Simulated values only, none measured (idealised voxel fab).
process module | voxel capacitor over wiring
cross-section cut | 300 nm wide | cells 5 nm
A cross-section is a grid of square cells, given in bands from the top down. A band is one or more rows of cells.
Each band's line starts with the height of the band's top and of its bottom, in nm. Then come its materials from left to right, each with its width in nm. One material with "throughout" fills the band from edge to edge. "air" is empty space.
Height 0 is the level under which the wafer as received is all one material. The lowest band goes on downwards, as in "0 down".
A width such as "30 to 40" changes by the same amount from each row of cells to the next, from the band's top row to its bottom row.
"no change" after a step means that no cell of the cross-section changed.
closed voids: empty space of 8 cells or more with no open way to the top, each as width x height at its distance from the left edge, in nm
after a step's settings: what the simulator itself notes on the step
overlay nm, on a step with a mask: how far to the right of its planned place the mask lay; to the left if negative
plan
1 op RECEIVE | material Si
2 op CONFORMAL_DEP | material SiO2 | thk nm 10
3 op CONFORMAL_DEP | material SiN | thk nm 5
4 op DIRECTIONAL_DEP | material SiO2 | thk nm 15
5 op PATTERN | tone open | mask id METAL_1 | material resist | width nm 25 | pitch nm 90 | thk nm 20 | overlay nm 0
6 op DIRECTIONAL_ETCH | etch materials SiO2 | depth nm 15
7 op DIRECTIONAL_ETCH | etch materials SiN | depth nm 5
8 op STRIP | etch materials resist
9 op CONFORMAL_DEP | material TiN | thk nm 5
10 op FILL_DEP | material Cu | thk nm 5
11 op CMP | height nm 30
12 op CONFORMAL_DEP | material SiCN | thk nm 5
13 op DIRECTIONAL_DEP | material lowk | thk nm 10
14 op MASKED_ETCH | tone open | mask id PLUG_1 | width nm 15 | etch materials lowk | depth nm 10 | overlay nm 0
15 op MASKED_ETCH | tone open | mask id PLUG_1 | width nm 15 | etch materials SiCN | depth nm 5 | overlay nm 0
16 op EPI | material Ru | thk nm 10
17 op EPI | material Ru | thk nm 5
18 op DIRECTIONAL_DEP | material TiN | thk nm 5
19 op DIRECTIONAL_DEP | material HfO2 | thk nm 5
20 op DIRECTIONAL_DEP | material TiN | thk nm 5
21 op PATTERN | tone cover | mask id UPPER_PLATE | material resist | width nm 70 | thk nm 15 | overlay nm 0
22 op DIRECTIONAL_ETCH | etch materials TiN | depth nm 5
23 op DIRECTIONAL_ETCH | etch materials HfO2 | depth nm 5
24 op STRIP | etch materials resist
25 op MASKED_ETCH | tone cover | mask id LOWER_PLATE | width nm 80 | etch materials TiN | depth nm 5 | overlay nm 0
26 op FILL_DEP | material SiO2 | thk nm 20
27 op CMP | height nm 75
28 op MASKED_ETCH | tone open | mask id PLUG_2 | width nm 15 | etch materials SiO2 | depth nm 15 | overlay nm 0
29 op CONFORMAL_DEP | material TiN | thk nm 5
30 op FILL_DEP | material Cu | thk nm 5
31 op CMP | height nm 75
32 op CONFORMAL_DEP | material SiN | thk nm 5
as received, after step 1
  0 down: Si throughout
  closed voids: none
first wafer at the end, as planned
  80 to 75: SiN throughout
  75 to 65: SiO2 110 | TiN 5 | Cu 5 | TiN 5 | SiO2 175
  65 to 55: SiO2 110 to 100 | TiN 15 to 70 | SiO2 175 to 130
  55 to 50: SiO2 100 | HfO2 70 | SiO2 130
  50 to 45: SiO2 95 | TiN 80 | SiO2 125
  45 to 35: lowk 100 | Ru 15 | lowk 185
  35 to 30: SiCN 100 | Ru 15 | SiCN 185
  30 to 15: SiO2 90 | TiN 5 | Cu 15 | TiN 5 | SiO2 65 | TiN 5 | Cu 15 | TiN 5 | SiO2 95
  15 to 10: SiN 90 | TiN 25 | SiN 65 | TiN 25 | SiN 95
  10 to 0: SiO2 throughout
  0 down: Si throughout
  closed voids: none
second wafer at the end: like start, like plan, one mistake
  80 to 75: SiN throughout
  75 to 65: SiO2 110 | TiN 5 | Cu 5 | TiN 5 | SiO2 175
  65 to 55: SiO2 110 to 100 | TiN 15 | SiO2 175 to 185
  55 to 50: SiO2 100 | HfO2 15 | SiO2 185
  50 to 45: SiO2 100 | TiN 70 | SiO2 130
  45 to 40: SiO2 100 | lowk 15 | HfO2 55 | SiO2 130
  40 to 35: SiO2 95 | TiN 5 | lowk 15 | TiN 60 | SiO2 125
  35 to 30: SiCN throughout
  30 to 15: SiO2 90 | TiN 5 | Cu 15 | TiN 5 | SiO2 65 | TiN 5 | Cu 15 | TiN 5 | SiO2 95
  15 to 10: SiN 90 | TiN 25 | SiN 65 | TiN 25 | SiN 95
  10 to 0: SiO2 throughout
  0 down: Si throughout
  closed voids: none
what went wrong: step 14 ran as: op MASKED_ETCH | tone cover | mask id PLUG_1 | width nm 15 | etch materials lowk | depth nm 10 | overlay nm 0
at the end the second wafer has, in cells: 9 fewer of Ru | 3 more of SiCN | 114 more of SiO2 | 108 fewer of lowk
